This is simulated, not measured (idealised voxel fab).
Process module heading - voxel released beams
This is section cut - it's 185 nm across, gridded in 5 nm square cells.
For the purposes of this document, a cross-section shall be understood as a grid of square cells, specified as bands listed in top-to-bottom order, each band consisting of one or more rows of cells.
Within each band entry, the heights of the top and of the bottom of the band appear first, in that order and in nm; the materials of the band then follow from left to right, each with its corresponding width in nm. The designation "everywhere" on a single material indicates that it fills the band from edge to edge; the designation "empty" indicates empty space.
A quick word on heights: they are counted from 0, and under that level the wafer as it came to us is one material throughout. The lowest band is different from the rest in having no bottom; it simply continues downward, written as in "0 -> down".
Read "30..40" as a graded width: first number on top, second number at the bottom, same change between each pair of neighbouring rows.
It should be understood that the words "left unchanged", when stated for a given step, signify that the cross-section underwent no change in any of its cells during that step.
You'll see "Trapped void list" listing empty spaces that have no way open to the top, as long as they're 8 cells or more; the notation is width x height at distance, where the distance is from the left edge, and all of it is in nm.
The remark found on a step's line after its settings is issued by the simulator itself and pertains to that step.
Steps that use a mask can have "overlay nm" on their line. It says how far the mask sat to the right of where it was meant to be. Negative means to the left.
# So here's the lineup of process steps we planned
1) RECEIVE [material Si]
2) CONFORMAL_DEP [material SiN] [thk nm 5]
3) DIRECTIONAL_DEP [material SiO2] [thk nm 15]
4) PATTERN [tone open] [mask id ANCHOR] [material resist] [width nm 30] [thk nm 20] [overlay nm 0]
5) DIRECTIONAL_ETCH [etch materials SiO2] [depth nm 15]
6) STRIP [etch materials resist]
7) CONFORMAL_DEP [material TiN] [thk nm 10]
8) MASKED_ETCH [tone cover] [mask id BEAM] [width nm 95] [etch materials TiN] [depth nm 10] [overlay nm 0]
9) STRIP [etch materials SiO2]
# Wafer at receipt (post step 1), cross-section
* 0 -> down  Si everywhere
* Trapped void list: none
# End-of-module cross-section of the first of two wafers, processed as planned
* 30 -> 20  empty: 40 / TiN: 15 / empty: 10 / TiN: 70 / empty: 50
* 20 -> 15  empty: 45 / TiN: 10 / empty: 10 / TiN: 10 / empty: 110
* 15 -> 5  empty: 45 / TiN: 30 / empty: 110
* 5 -> 0  SiN everywhere
* 0 -> down  Si everywhere
* Trapped void list: none
# Cross-sectional image of the second wafer of the two following completion of the module. Starting state and process plan were the same as for the first wafer; one execution error occurred
* 30 -> 20  empty: 40 / TiN: 20 / empty: 5 / TiN: 70 / empty: 50
* 20 -> 15  empty: 50 / TiN: 10 / empty: 5 / TiN: 10 / empty: 110
* 15 -> 5  empty: 50 / TiN: 25 / empty: 110
* 5 -> 0  SiN everywhere
* 0 -> down  Si everywhere
* Trapped void list: none
What broke from the plan during processing? heads up, step 4 didn't go per plan, it actually ran as PATTERN [tone open] [mask id ANCHOR] [material resist] [width nm 25] [thk nm 20] [overlay nm 0]
If you tally the cells, the second wafer ends up with the same amount of every material as the first; it's all just sitting in different places.
